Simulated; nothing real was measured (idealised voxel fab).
Title: Process Module voxel transistor to metal
This is section cut - it's 185 nm across, gridded in 5 nm square cells.
For the purposes of this document, a cross-section shall be understood as a grid of square cells, specified as bands listed in top-to-bottom order, each band consisting of one or more rows of cells.
The band entry comprises the height of the band's top followed by the height of its bottom, expressed in nm, and subsequently the band's materials from left to right, each stated together with its width in nm. Where a single material is marked with the word "throughout", that material fills the band from edge to edge. The word "air" represents empty space.
Height 0 is the level under which the wafer as received is all one material. The lowest band goes on downwards, as in "0 -> down".
A width such as "30 to 40" changes by the same amount from each row of cells to the next, from the band's top row to its bottom row.
"no change" means the step left every cell of the cross-section as it was.
Each empty space that has no open way to the top and spans at least 8 cells appears under "Closed internal voids" as width x height at distance, the distance counted from the left edge, all in nm.
On a step's line, text after the settings is the simulator commenting on that step.
The "overlay nm" setting may appear on a step's line; for a step that uses a mask, it gives how far to the right of its planned position the mask lay, and a negative value indicates the left.
LIST OF PLANNED PROCESS STEPS
1. RECEIVE | material Si
2. OXIDIZE | depth nm 5
3. CONFORMAL_DEP | material SiN | thk nm 10
4. PATTERN | tone cover | mask id ACTIVE | material resist | width nm 115 | thk nm 15 | overlay nm 0
5. DIRECTIONAL_ETCH | etch materials SiN | depth nm 10
6. DIRECTIONAL_ETCH | etch materials SiO2 | depth nm 5
7. DIRECTIONAL_ETCH | etch materials Si | depth nm 35
8. STRIP | etch materials resist
9. OXIDIZE | depth nm 5
10. FILL_DEP | material SiO2 | thk nm 5
11. CMP | height nm 10
12. SELECTIVE_ETCH | etch materials SiO2 | depth nm 5
13. STRIP | etch materials SiN
14. SELECTIVE_ETCH | etch materials SiO2 | depth nm 5
15. OXIDIZE | depth nm 5
16. DIRECTIONAL_DEP | material polySi | thk nm 25
17. DIRECTIONAL_DEP | material SiCN | thk nm 10
18. MASKED_ETCH | tone cover | mask id GATE | width nm 35 | etch materials SiCN | depth nm 20 | overlay nm 0
19. MASKED_ETCH | tone cover | mask id GATE | width nm 35 | etch materials polySi | depth nm 35 | overlay nm 0
20. CONFORMAL_DEP | material SiN | thk nm 10
21. DIRECTIONAL_ETCH | etch materials SiN | depth nm 10
22. DIRECTIONAL_ETCH | etch materials SiO2 | depth nm 5
23. DIRECTIONAL_ETCH | etch materials Si | depth nm 10
24. EPI | material pSi | thk nm 15
25. FILL_DEP | material SiO2 | thk nm 5
26. CMP | height nm 20
27. STRIP | etch materials polySi
28. SELECTIVE_ETCH | etch materials SiO2 | depth nm 5
29. CONFORMAL_DEP | material HfO2 | thk nm 5
30. CONFORMAL_DEP | material TiN | thk nm 5
31. FILL_DEP | material W | thk nm 5
32. CMP | height nm 15
33. DIRECTIONAL_DEP | material SiO2 | thk nm 10
34. DIRECTIONAL_DEP | material aC | thk nm 15
35. PATTERN | tone open | mask id CONTACT | material resist | width nm 15 | pitch nm 90 | thk nm 35 | overlay nm 0
36. DIRECTIONAL_ETCH | etch materials aC | depth nm 15
37. STRIP | etch materials resist
38. DIRECTIONAL_ETCH | etch materials SiO2 | depth nm 30
39. STRIP | etch materials aC
40. CONFORMAL_DEP | material TiN | thk nm 5
41. FILL_DEP | material W | thk nm 10
42. CMP | height nm 25
43. DIRECTIONAL_DEP | material TiN | thk nm 5
44. DIRECTIONAL_DEP | material Ru | thk nm 20
45. MASKED_ETCH | tone cover | mask id METAL_1 | width nm 15 | pitch nm 90 | etch materials Ru | depth nm 20 | overlay nm 0
46. MASKED_ETCH | tone cover | mask id METAL_1 | width nm 15 | pitch nm 90 | etch materials TiN | depth nm 5 | overlay nm 0
47. CONFORMAL_DEP | material SiN | thk nm 5
48. FILL_DEP | material SiO2 | thk nm 10
49. CMP | height nm 50
50. CONFORMAL_DEP | material SiCN | thk nm 5
FIRST WAFER OF TWO (RUN AS PLANNED)
STEP 1 COMPLETE: CROSS-SECTION OF THE WAFER AS RECEIVED
  0 -> down: Si throughout
  Closed internal voids: none
SECTIONAL VIEW: WAFER, AFTER STEP 2
  0 -> -5: SiO2 throughout
  Everything below -5 is unchanged.
SECTIONAL VIEW: WAFER, AFTER STEP 3
  10 -> 0: SiN throughout
  Everything below 0 is unchanged.
SECTIONAL VIEW: WAFER, AFTER STEP 4
  25 -> 10: air: 35; resist: 115; air: 35
  Everything below 10 is unchanged.
SECTIONAL VIEW: WAFER, AFTER STEP 5
  25 -> 10: air: 35; resist: 115; air: 35
  10 -> 0: air: 35; SiN: 115; air: 35
  Everything below 0 is unchanged.
SECTIONAL VIEW: WAFER, AFTER STEP 6
  25 -> 10: air: 35; resist: 115; air: 35
  10 -> 0: air: 35; SiN: 115; air: 35
  0 -> -5: air: 35; SiO2: 115; air: 35
  Everything below -5 is unchanged.
SECTIONAL VIEW: WAFER, AFTER STEP 7
  25 -> 10: air: 35; resist: 115; air: 35
  10 -> 0: air: 35; SiN: 115; air: 35
  0 -> -5: air: 35; SiO2: 115; air: 35
  -5 -> -40: air: 35; Si: 115; air: 35
  Everything below -40 is unchanged.
SECTIONAL VIEW: WAFER, AFTER STEP 8
  10 -> 0: air: 35; SiN: 115; air: 35
  Everything below 0 is unchanged.
SECTIONAL VIEW: WAFER, AFTER STEP 9
  10 -> 0: air: 35; SiN: 115; air: 35
  0 -> -5: air: 35; SiO2: 115; air: 35
  -5 -> -40: air: 35; SiO2: 5; Si: 105; SiO2: 5; air: 35
  -40 -> -45: SiO2: 40; Si: 105; SiO2: 40
  Everything below -45 is unchanged.
SECTIONAL VIEW: WAFER, AFTER STEP 10
  15 -> 10: SiO2 throughout
  10 -> 0: SiO2: 35; SiN: 115; SiO2: 35
  0 -> -5: SiO2 throughout
  -5 -> -45: SiO2: 40; Si: 105; SiO2: 40
  Everything below -45 is unchanged.
SECTIONAL VIEW: WAFER, AFTER STEP 11
  10 -> 0: SiO2: 35; SiN: 115; SiO2: 35
  Everything below 0 is unchanged.
SECTIONAL VIEW: WAFER, AFTER STEP 12
  10 -> 5: air: 35; SiN: 115; air: 35
  Everything below 5 is unchanged.
SECTIONAL VIEW: WAFER, AFTER STEP 13
  5 -> 0: SiO2: 35; air: 115; SiO2: 35
  Everything below 0 is unchanged.
SECTIONAL VIEW: WAFER, AFTER STEP 14
  0 -> -5: SiO2: 30; air: 125; SiO2: 30
  Everything below -5 is unchanged.
SECTIONAL VIEW: WAFER, AFTER STEP 15
  0 -> -5: SiO2: 30; air: 125; SiO2: 30
  -5 -> -10: SiO2 throughout
  Everything below -10 is unchanged.
SECTIONAL VIEW: WAFER, AFTER STEP 16
  25 -> 20: polySi: 30; air: 125; polySi: 30
  20 -> 0: polySi throughout
  0 -> -5: SiO2: 30; polySi: 125; SiO2: 30
  Everything below -5 is unchanged.
SECTIONAL VIEW: WAFER, AFTER STEP 17
  35 -> 30: SiCN: 30; air: 125; SiCN: 30
  30 -> 25: SiCN throughout
  25 -> 20: polySi: 30; SiCN: 125; polySi: 30
  Everything below 20 is unchanged.
SECTIONAL VIEW: WAFER, AFTER STEP 18
  30 -> 25: air: 75; SiCN: 35; air: 75
  25 -> 20: polySi: 30; air: 45; SiCN: 35; air: 45; polySi: 30
  Everything below 20 is unchanged.
SECTIONAL VIEW: WAFER, AFTER STEP 19
  30 -> 20: air: 75; SiCN: 35; air: 75
  20 -> 0: air: 75; polySi: 35; air: 75
  0 -> -5: SiO2: 30; air: 45; polySi: 35; air: 45; SiO2: 30
  Everything below -5 is unchanged.
SECTIONAL VIEW: WAFER, AFTER STEP 20
  40 -> 30: air: 65; SiN: 55; air: 65
  30 -> 20: air: 65; SiN: 10; SiCN: 35; SiN: 10; air: 65
  20 -> 10: air: 65; SiN: 10; polySi: 35; SiN: 10; air: 65
  10 -> 5: SiN: 40; air: 25; SiN: 10; polySi: 35; SiN: 10; air: 25; SiN: 40
  5 -> 0: SiN: 75; polySi: 35; SiN: 75
  0 -> -5: SiO2: 30; SiN: 45; polySi: 35; SiN: 45; SiO2: 30
  Everything below -5 is unchanged.
SECTIONAL VIEW: WAFER, AFTER STEP 21
  30 -> 20: air: 65; SiN: 10; SiCN: 35; SiN: 10; air: 65
  20 -> 0: air: 65; SiN: 10; polySi: 35; SiN: 10; air: 65
  0 -> -5: SiO2: 30; SiN: 10; air: 25; SiN: 10; polySi: 35; SiN: 10; air: 25; SiN: 10; SiO2: 30
  Everything below -5 is unchanged.
SECTIONAL VIEW: WAFER, AFTER STEP 22
  30 -> 20: air: 65; SiN: 10; SiCN: 35; SiN: 10; air: 65
  20 -> 0: air: 65; SiN: 10; polySi: 35; SiN: 10; air: 65
  0 -> -5: air: 30; SiN: 10; air: 25; SiN: 10; polySi: 35; SiN: 10; air: 25; SiN: 10; air: 30
  -5 -> -10: SiO2: 40; air: 25; SiO2: 55; air: 25; SiO2: 40
  Everything below -10 is unchanged.
SECTIONAL VIEW: WAFER, AFTER STEP 23
  30 -> 20: air: 65; SiN: 10; SiCN: 35; SiN: 10; air: 65
  20 -> 0: air: 65; SiN: 10; polySi: 35; SiN: 10; air: 65
  0 -> -5: air: 30; SiN: 10; air: 25; SiN: 10; polySi: 35; SiN: 10; air: 25; SiN: 10; air: 30
  -5 -> -10: SiO2: 40; air: 25; SiO2: 55; air: 25; SiO2: 40
  -10 -> -20: SiO2: 40; air: 25; Si: 55; air: 25; SiO2: 40
  Everything below -20 is unchanged.
SECTIONAL VIEW: WAFER, AFTER STEP 24
  30 -> 20: air: 65; SiN: 10; SiCN: 35; SiN: 10; air: 65
  20 -> 5: air: 65; SiN: 10; polySi: 35; SiN: 10; air: 65
  5 -> 0: air: 50; pSi: 15; SiN: 10; polySi: 35; SiN: 10; pSi: 15; air: 50
  0 -> -5: air: 30; SiN: 10; air: 10; pSi: 15; SiN: 10; polySi: 35; SiN: 10; pSi: 15; air: 10; SiN: 10; air: 30
  -5 -> -10: SiO2: 40; pSi: 25; SiO2: 55; pSi: 25; SiO2: 40
  -10 -> -20: SiO2: 40; pSi: 25; Si: 55; pSi: 25; SiO2: 40
  Everything below -20 is unchanged.
SECTIONAL VIEW: WAFER, AFTER STEP 25
  35 -> 30: SiO2 throughout
  30 -> 20: SiO2: 65; SiN: 10; SiCN: 35; SiN: 10; SiO2: 65
  20 -> 5: SiO2: 65; SiN: 10; polySi: 35; SiN: 10; SiO2: 65
  5 -> 0: SiO2: 50; pSi: 15; SiN: 10; polySi: 35; SiN: 10; pSi: 15; SiO2: 50
  0 -> -5: SiO2: 30; SiN: 10; SiO2: 10; pSi: 15; SiN: 10; polySi: 35; SiN: 10; pSi: 15; SiO2: 10; SiN: 10; SiO2: 30
  Everything below -5 is unchanged.
SECTIONAL VIEW: WAFER, AFTER STEP 26
  20 -> 5: SiO2: 65; SiN: 10; polySi: 35; SiN: 10; SiO2: 65
  Everything below 5 is unchanged.
SECTIONAL VIEW: WAFER, AFTER STEP 27
  20 -> 5: SiO2: 65; SiN: 10; air: 35; SiN: 10; SiO2: 65
  5 -> 0: SiO2: 50; pSi: 15; SiN: 10; air: 35; SiN: 10; pSi: 15; SiO2: 50
  0 -> -5: SiO2: 30; SiN: 10; SiO2: 10; pSi: 15; SiN: 10; air: 35; SiN: 10; pSi: 15; SiO2: 10; SiN: 10; SiO2: 30
  Everything below -5 is unchanged.
SECTIONAL VIEW: WAFER, AFTER STEP 28
  20 -> 15: air: 65; SiN: 10; air: 35; SiN: 10; air: 65
  15 -> 5: SiO2: 65; SiN: 10; air: 35; SiN: 10; SiO2: 65
  5 -> 0: SiO2: 50; pSi: 15; SiN: 10; air: 35; SiN: 10; pSi: 15; SiO2: 50
  0 -> -5: SiO2: 30; SiN: 10; SiO2: 10; pSi: 15; SiN: 10; air: 35; SiN: 10; pSi: 15; SiO2: 10; SiN: 10; SiO2: 30
  -5 -> -10: SiO2: 40; pSi: 25; SiO2: 5; air: 45; SiO2: 5; pSi: 25; SiO2: 40
  Everything below -10 is unchanged.
SECTIONAL VIEW: WAFER, AFTER STEP 29
  25 -> 20: air: 60; HfO2: 20; air: 25; HfO2: 20; air: 60
  20 -> 15: HfO2: 65; SiN: 10; HfO2: 5; air: 25; HfO2: 5; SiN: 10; HfO2: 65
  15 -> 5: SiO2: 65; SiN: 10; HfO2: 5; air: 25; HfO2: 5; SiN: 10; SiO2: 65
  5 -> 0: SiO2: 50; pSi: 15; SiN: 10; HfO2: 5; air: 25; HfO2: 5; SiN: 10; pSi: 15; SiO2: 50
  0 -> -5: SiO2: 30; SiN: 10; SiO2: 10; pSi: 15; SiN: 10; HfO2: 5; air: 25; HfO2: 5; SiN: 10; pSi: 15; SiO2: 10; SiN: 10; SiO2: 30
  -5 -> -10: SiO2: 40; pSi: 25; SiO2: 5; HfO2: 45; SiO2: 5; pSi: 25; SiO2: 40
  Everything below -10 is unchanged.
SECTIONAL VIEW: WAFER, AFTER STEP 30
  30 -> 25: air: 55; TiN: 30; air: 15; TiN: 30; air: 55
  25 -> 20: TiN: 60; HfO2: 20; TiN: 5; air: 15; TiN: 5; HfO2: 20; TiN: 60
  20 -> 15: HfO2: 65; SiN: 10; HfO2: 5; TiN: 5; air: 15; TiN: 5; HfO2: 5; SiN: 10; HfO2: 65
  15 -> 5: SiO2: 65; SiN: 10; HfO2: 5; TiN: 5; air: 15; TiN: 5; HfO2: 5; SiN: 10; SiO2: 65
  5 -> 0: SiO2: 50; pSi: 15; SiN: 10; HfO2: 5; TiN: 5; air: 15; TiN: 5; HfO2: 5; SiN: 10; pSi: 15; SiO2: 50
  0 -> -5: SiO2: 30; SiN: 10; SiO2: 10; pSi: 15; SiN: 10; HfO2: 5; TiN: 25; HfO2: 5; SiN: 10; pSi: 15; SiO2: 10; SiN: 10; SiO2: 30
  Everything below -5 is unchanged.
SECTIONAL VIEW: WAFER, AFTER STEP 31
  35 -> 30: W throughout
  30 -> 25: W: 55; TiN: 30; W: 15; TiN: 30; W: 55
  25 -> 20: TiN: 60; HfO2: 20; TiN: 5; W: 15; TiN: 5; HfO2: 20; TiN: 60
  20 -> 15: HfO2: 65; SiN: 10; HfO2: 5; TiN: 5; W: 15; TiN: 5; HfO2: 5; SiN: 10; HfO2: 65
  15 -> 5: SiO2: 65; SiN: 10; HfO2: 5; TiN: 5; W: 15; TiN: 5; HfO2: 5; SiN: 10; SiO2: 65
  5 -> 0: SiO2: 50; pSi: 15; SiN: 10; HfO2: 5; TiN: 5; W: 15; TiN: 5; HfO2: 5; SiN: 10; pSi: 15; SiO2: 50
  Everything below 0 is unchanged.
SECTIONAL VIEW: WAFER, AFTER STEP 32
  15 -> 5: SiO2: 65; SiN: 10; HfO2: 5; TiN: 5; W: 15; TiN: 5; HfO2: 5; SiN: 10; SiO2: 65
  Everything below 5 is unchanged.
SECTIONAL VIEW: WAFER, AFTER STEP 33
  25 -> 15: SiO2 throughout
  Everything below 15 is unchanged.
SECTIONAL VIEW: WAFER, AFTER STEP 34
  40 -> 25: aC throughout
  Everything below 25 is unchanged.
SECTIONAL VIEW: WAFER, AFTER STEP 35
  75 -> 40: resist: 40; air: 15; resist: 75; air: 15; resist: 40
  Everything below 40 is unchanged.
SECTIONAL VIEW: WAFER, AFTER STEP 36
  60 -> 40: resist: 40; air: 15; resist: 75; air: 15; resist: 40
  40 -> 25: aC: 40; air: 15; aC: 75; air: 15; aC: 40
  Everything below 25 is unchanged.
SECTIONAL VIEW: WAFER, AFTER STEP 37
  40 -> 25: aC: 40; air: 15; aC: 75; air: 15; aC: 40
  Everything below 25 is unchanged.
SECTIONAL VIEW: WAFER, AFTER STEP 38
  40 -> 25: aC: 40; air: 15; aC: 75; air: 15; aC: 40
  25 -> 15: SiO2: 40; air: 15; SiO2: 75; air: 15; SiO2: 40
  15 -> 5: SiO2: 40; air: 15; SiO2: 10; SiN: 10; HfO2: 5; TiN: 5; W: 15; TiN: 5; HfO2: 5; SiN: 10; SiO2: 10; air: 15; SiO2: 40
  5 -> 0: SiO2: 40; air: 10; pSi: 15; SiN: 10; HfO2: 5; TiN: 5; W: 15; TiN: 5; HfO2: 5; SiN: 10; pSi: 15; air: 10; SiO2: 40
  0 -> -5: SiO2: 30; SiN: 10; air: 10; pSi: 15; SiN: 10; HfO2: 5; TiN: 25; HfO2: 5; SiN: 10; pSi: 15; air: 10; SiN: 10; SiO2: 30
  Everything below -5 is unchanged.
SECTIONAL VIEW: WAFER, AFTER STEP 39
  25 -> 15: SiO2: 40; air: 15; SiO2: 75; air: 15; SiO2: 40
  Everything below 15 is unchanged.
SECTIONAL VIEW: WAFER, AFTER STEP 40
  30 -> 25: TiN: 45; air: 5; TiN: 85; air: 5; TiN: 45
  25 -> 15: SiO2: 40; TiN: 5; air: 5; TiN: 5; SiO2: 75; TiN: 5; air: 5; TiN: 5; SiO2: 40
  15 -> 10: SiO2: 40; TiN: 5; air: 5; TiN: 5; SiO2: 10; SiN: 10; HfO2: 5; TiN: 5; W: 15; TiN: 5; HfO2: 5; SiN: 10; SiO2: 10; TiN: 5; air: 5; TiN: 5; SiO2: 40
  10 -> 5: SiO2: 40; TiN: 15; SiO2: 10; SiN: 10; HfO2: 5; TiN: 5; W: 15; TiN: 5; HfO2: 5; SiN: 10; SiO2: 10; TiN: 15; SiO2: 40
  5 -> 0: SiO2: 40; TiN: 10; pSi: 15; SiN: 10; HfO2: 5; TiN: 5; W: 15; TiN: 5; HfO2: 5; SiN: 10; pSi: 15; TiN: 10; SiO2: 40
  0 -> -5: SiO2: 30; SiN: 10; TiN: 10; pSi: 15; SiN: 10; HfO2: 5; TiN: 25; HfO2: 5; SiN: 10; pSi: 15; TiN: 10; SiN: 10; SiO2: 30
  Everything below -5 is unchanged.
SECTIONAL VIEW: WAFER, AFTER STEP 41
  40 -> 30: W throughout
  30 -> 25: TiN: 45; W: 5; TiN: 85; W: 5; TiN: 45
  25 -> 15: SiO2: 40; TiN: 5; W: 5; TiN: 5; SiO2: 75; TiN: 5; W: 5; TiN: 5; SiO2: 40
  15 -> 10: SiO2: 40; TiN: 5; W: 5; TiN: 5; SiO2: 10; SiN: 10; HfO2: 5; TiN: 5; W: 15; TiN: 5; HfO2: 5; SiN: 10; SiO2: 10; TiN: 5; W: 5; TiN: 5; SiO2: 40
  Everything below 10 is unchanged.
SECTIONAL VIEW: WAFER, AFTER STEP 42
  25 -> 15: SiO2: 40; TiN: 5; W: 5; TiN: 5; SiO2: 75; TiN: 5; W: 5; TiN: 5; SiO2: 40
  Everything below 15 is unchanged.
SECTIONAL VIEW: WAFER, AFTER STEP 43
  30 -> 25: TiN throughout
  Everything below 25 is unchanged.
SECTIONAL VIEW: WAFER, AFTER STEP 44
  50 -> 30: Ru throughout
  Everything below 30 is unchanged.
SECTIONAL VIEW: WAFER, AFTER STEP 45
  50 -> 30: air: 40; Ru: 15; air: 75; Ru: 15; air: 40
  Everything below 30 is unchanged.
SECTIONAL VIEW: WAFER, AFTER STEP 46
  50 -> 30: air: 40; Ru: 15; air: 75; Ru: 15; air: 40
  30 -> 25: air: 40; TiN: 15; air: 75; TiN: 15; air: 40
  Everything below 25 is unchanged.
SECTIONAL VIEW: WAFER, AFTER STEP 47
  55 -> 50: air: 35; SiN: 25; air: 65; SiN: 25; air: 35
  50 -> 30: air: 35; SiN: 5; Ru: 15; SiN: 5; air: 65; SiN: 5; Ru: 15; SiN: 5; air: 35
  30 -> 25: SiN: 40; TiN: 15; SiN: 75; TiN: 15; SiN: 40
  Everything below 25 is unchanged.
SECTIONAL VIEW: WAFER, AFTER STEP 48
  65 -> 55: SiO2 throughout
  55 -> 50: SiO2: 35; SiN: 25; SiO2: 65; SiN: 25; SiO2: 35
  50 -> 30: SiO2: 35; SiN: 5; Ru: 15; SiN: 5; SiO2: 65; SiN: 5; Ru: 15; SiN: 5; SiO2: 35
  Everything below 30 is unchanged.
SECTIONAL VIEW: WAFER, AFTER STEP 49
  50 -> 30: SiO2: 35; SiN: 5; Ru: 15; SiN: 5; SiO2: 65; SiN: 5; Ru: 15; SiN: 5; SiO2: 35
  Everything below 30 is unchanged.
SECTIONAL VIEW: WAFER, AFTER STEP 50
  55 -> 50: SiCN throughout
  Everything below 50 is unchanged.
OKAY, SECOND WAFER. NOTHING DIFFERENT AT THE START, NOTHING DIFFERENT IN THE PLAN, JUST ONE MISTAKE SOMEWHERE IN THE RUNNING. AS FAR AS STEP 42, COUNTING THAT STEP, IT'S THE FIRST WAFER ALL OVER AGAIN
PLANNED END OF STEP 43: SECOND WAFER, CROSS-SECTION
  45 -> 25: Ru throughout
  Everything below 25 is unchanged.
PLANNED END OF STEP 44: SECOND WAFER, CROSS-SECTION
  50 -> 45: TiN throughout
  Everything below 45 is unchanged.
Planned end of step 45: second wafer, cross-section: no change
PLANNED END OF STEP 46: SECOND WAFER, CROSS-SECTION
  50 -> 45: air: 40; TiN: 15; air: 75; TiN: 15; air: 40
  Everything below 45 is unchanged.
PLANNED END OF STEP 47: SECOND WAFER, CROSS-SECTION
  55 -> 50: air: 35; SiN: 25; air: 65; SiN: 25; air: 35
  50 -> 45: SiN: 40; TiN: 15; SiN: 75; TiN: 15; SiN: 40
  Everything below 45 is unchanged.
PLANNED END OF STEP 48: SECOND WAFER, CROSS-SECTION
  65 -> 55: SiO2 throughout
  55 -> 50: SiO2: 35; SiN: 25; SiO2: 65; SiN: 25; SiO2: 35
  Everything below 50 is unchanged.
PLANNED END OF STEP 49: SECOND WAFER, CROSS-SECTION
  50 -> 45: SiN: 40; TiN: 15; SiN: 75; TiN: 15; SiN: 40
  Everything below 45 is unchanged.
PLANNED END OF STEP 50: SECOND WAFER, CROSS-SECTION
  55 -> 50: SiCN throughout
  Everything below 50 is unchanged.
Misprocessing identified: so 43 and 44 got swapped relative to the plan, each ran where the other was supposed to
Final comparison by cell count, materials where the second wafer has more or fewer than the first: Ru +124; SiN -16; SiO2 -108
